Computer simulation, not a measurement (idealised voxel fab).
The name of this process module is voxel self aligned contacts.
Xsec cut, 255 nm wide, square cell size 5 nm.
Cross-section format: a grid of square cells, given as bands from top to bottom; each band is one or more rows of cells. Per band: top height and bottom height in nm, followed by the left-to-right materials and their widths in nm; "all across" marks a single material spanning edge to edge, "empty" marks empty space. Height is counted from the level 0, under which the received wafer is composed throughout of one material. The lowest of the bands is not closed at the bottom but continues downward, in the notation "from 0 down". You'd read "30->40" like this: the band's top row of cells is as wide as the first number, its bottom row is as wide as the second, and going down, every row changes width by the same amount as the row before did. When a step is marked "no change occurred", none of the cells in the cross-section changed during that step. "Trapped cavities" contains a list of empty spaces, each no smaller than 8 cells and without an open way to the top, written in the form width x height at distance with the distance from the left edge and all three in nm. If you see something after the settings on a step's line, that's the simulator's own remark about that step. The optional step-line setting "overlay nm" applies to steps with a mask and quantifies how far to the right of its planned location the mask lay, a negative value indicating leftward placement.

-- Steps planned for the process
1 RECEIVE, material Si
2 CONFORMAL_DEP, material SiO2, thk nm 5
3 DIRECTIONAL_DEP, material polySi, thk nm 30
4 DIRECTIONAL_DEP, material SiN, thk nm 20
5 MASKED_ETCH, tone cover, mask id GATE, width nm 35, pitch nm 80, etch materials SiN, depth nm 20, overlay nm 0
6 MASKED_ETCH, tone cover, mask id GATE, width nm 35, pitch nm 80, etch materials polySi, depth nm 30, overlay nm -15
7 CONFORMAL_DEP, material SiN, thk nm 10
8 DIRECTIONAL_ETCH, etch materials SiN, depth nm 10
9 FILL_DEP, material SiO2, thk nm 15
10 CMP, height nm 65
11 PATTERN, tone open, mask id CONTACT, material resist, width nm 65, thk nm 20, overlay nm 0
12 DIRECTIONAL_ETCH, etch materials SiO2, depth nm 65
13 STRIP, etch materials resist
14 CONFORMAL_DEP, material TiN, thk nm 5
15 FILL_DEP, material Ru, thk nm 5
16 CMP, height nm 65
17 CONFORMAL_DEP, material SiCN, thk nm 5
varied across the wafers: overlay nm of step 6. The plan shows the first wafer's value. All wafers start alike

-- As-received state after step 1, first of several wafers, cross-section
> from 0 down = Si all across
> Trapped cavities: none

-- Module finished, last step 17 done: cross-section of the first of several wafers
> from 70 to 65 = SiCN all across
> from 65 to 55 = SiO2 95 nm / TiN 5->25 nm / Ru 55->15 nm / TiN 5->25 nm / SiO2 95 nm
> from 55 to 40 = SiO2 60 nm / SiN 55 nm / TiN 5 nm / Ru 15 nm / TiN 5 nm / SiN 55 nm / SiO2 60 nm
> from 40 to 35 = SiO2 60 nm / SiN 55 nm / TiN 25 nm / SiN 55 nm / SiO2 60 nm
> from 35 to 5 = SiO2 45 nm / SiN 10 nm / polySi 50 nm / SiN 10 nm / TiN 10 nm / SiN 10 nm / polySi 50 nm / SiN 10 nm / SiO2 60 nm
> from 5 to 0 = SiO2 115 nm / TiN 10 nm / SiO2 130 nm
> from 0 down = Si all across
> Trapped cavities: none

-- End of module: cross-section, last of several wafers
> from 70 to 65 = SiCN all across
> from 65 to 55 = SiO2 95 nm / TiN 5->25 nm / Ru 55->15 nm / TiN 5->25 nm / SiO2 95 nm
> from 55 to 40 = SiO2 60 nm / SiN 55 nm / TiN 5 nm / Ru 15 nm / TiN 5 nm / SiN 55 nm / SiO2 60 nm
> from 40 to 35 = SiO2 60 nm / SiN 55 nm / TiN 25 nm / SiN 55 nm / SiO2 60 nm
> from 35 to 5 = SiO2 60 nm / SiN 10 nm / polySi 50 nm / SiN 10 nm / TiN 10 nm / SiN 10 nm / polySi 50 nm / SiN 10 nm / SiO2 45 nm
> from 5 to 0 = SiO2 130 nm / TiN 10 nm / SiO2 115 nm
> from 0 down = Si all across
> Trapped cavities: none

-- Quick key for the table: a row per wafer, taken at the end of the module. For each material it tells you how many cells the wafer gained (+) or lost (-) since it came in, and the closed voids come after
overlay nm -15; +23 Ru; +51 SiCN; +136 SiN; +347 SiO2; +37 TiN; +120 polySi; Trapped cavities: none
overlay nm -10; +30 Ru; +51 SiCN; +136 SiN; +352 SiO2; +37 TiN; +108 polySi; Trapped cavities: none
overlay nm -5; +37 Ru; +51 SiCN; +136 SiN; +357 SiO2; +37 TiN; +96 polySi; Trapped cavities: none
overlay nm 0; +44 Ru; +51 SiCN; +136 SiN; +362 SiO2; +37 TiN; +84 polySi; Trapped cavities: none
overlay nm 5; +37 Ru; +51 SiCN; +136 SiN; +357 SiO2; +37 TiN; +96 polySi; Trapped cavities: none
overlay nm 10; +30 Ru; +51 SiCN; +136 SiN; +352 SiO2; +37 TiN; +108 polySi; Trapped cavities: none
overlay nm 15; +23 Ru; +51 SiCN; +136 SiN; +347 SiO2; +37 TiN; +120 polySi; Trapped cavities: none
